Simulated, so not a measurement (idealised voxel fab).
The document below concerns the process module designated voxel air gaps.
The cross-section on display is named cut; it measures 300 nm wide, and its cells are 5 nm squares.
Cross-section layout: square cells on a grid; listed as bands, top to bottom; a band spans one or more cell rows. Basically the band line says how high the top is and how high the bottom is, in nm, and then what's in it from left to right, every material with its width in nm. Empty space shows up as "blank", and if a single material carries "everywhere" it runs the full band edge to edge. Height reference: 0 = level under which incoming wafer is all one material. Lowest band: no bottom, runs on downward, e.g. "top 0, no bottom". The width entry "30..40" should be interpreted row by row: the top row of cells in the band takes the first number, the bottom row takes the second number, and the change between adjacent rows is uniform throughout. "nothing got changed", as given for a step, is the statement that not any cell of the cross-section underwent a change during that step. Entry "Voids, sealed" = empty spaces >= 8 cells with no open way to the top; each as width x height at distance, distance from left edge, all nm. The remark found on a step's line after its settings is issued by the simulator itself and pertains to that step. overlay nm: on a step with a mask, how far right of its planned place the mask lay; negative means left.
INTENDED PROCESS STEPS
1) RECEIVE with material Si
2) CONFORMAL_DEP with material SiO2, thk nm 15
3) CONFORMAL_DEP with material SiCN, thk nm 5
4) DIRECTIONAL_DEP with material lowk, thk nm 30
5) PATTERN with tone open, mask id LINES, material resist, width nm 25, pitch nm 55, thk nm 20, overlay nm 0
6) DIRECTIONAL_ETCH with etch materials lowk, depth nm 30
7) STRIP with etch materials resist
8) CONFORMAL_DEP with material TiN, thk nm 5
9) FILL_DEP with material W, thk nm 5
10) CMP with height nm 50
11) EPI with material Ru, thk nm 10
12) SELECTIVE_ETCH with etch materials lowk, depth nm 40
13) CONFORMAL_DEP with material SiCN, thk nm 5
STEP 1 COMPLETE: CROSS-SECTION OF THE WAFER AS RECEIVED
* top 0, no bottom: Si everywhere
* Voids, sealed: none
CROSS-SECTIONAL RESULT AFTER MODULE COMPLETION. NOTE: STARTING CONDITION AND PLAN ARE UNCHANGED FROM ABOVE; ONE PROCESSING MISTAKE WAS MADE
* top 65, bottom 60: 45 of blank | 220 of SiCN | 35 of blank
* top 60, bottom 50: 45 of blank | 5 of SiCN | 45 of Ru | 10 of SiCN | 45 of Ru | 10 of SiCN | 45 of Ru | 10 of SiCN | 45 of Ru | 5 of SiCN | 35 of blank
* top 50, bottom 45: 45 of blank | 15 of SiCN | 5 of TiN | 15 of W | 5 of TiN | 30 of SiCN | 5 of TiN | 15 of W | 5 of TiN | 30 of SiCN | 5 of TiN | 15 of W | 5 of TiN | 30 of SiCN | 5 of TiN | 15 of W | 5 of TiN | 15 of SiCN | 35 of blank
* top 45, bottom 25: 55 of blank | 5 of SiCN | 5 of TiN | 15 of W | 5 of TiN | 5 of SiCN | 20 of blank | 5 of SiCN | 5 of TiN | 15 of W | 5 of TiN | 5 of SiCN | 20 of blank | 5 of SiCN | 5 of TiN | 15 of W | 5 of TiN | 5 of SiCN | 20 of blank | 5 of SiCN | 5 of TiN | 15 of W | 5 of TiN | 5 of SiCN | 45 of blank
* top 25, bottom 20: 60 of SiCN | 25 of TiN | 30 of SiCN | 25 of TiN | 30 of SiCN | 25 of TiN | 30 of SiCN | 25 of TiN | 50 of SiCN
* top 20, bottom 15: SiCN everywhere
* top 15, bottom 0: SiO2 everywhere
* top 0, no bottom: Si everywhere
* Voids, sealed: 20 x 20 at 90; 20 x 20 at 145; 20 x 20 at 200
Against the plan, the run slipped here: off-plan run, step 5, actual operation and settings PATTERN with tone open, mask id LINES, material resist, width nm 25, pitch nm 55, thk nm 20, overlay nm 5
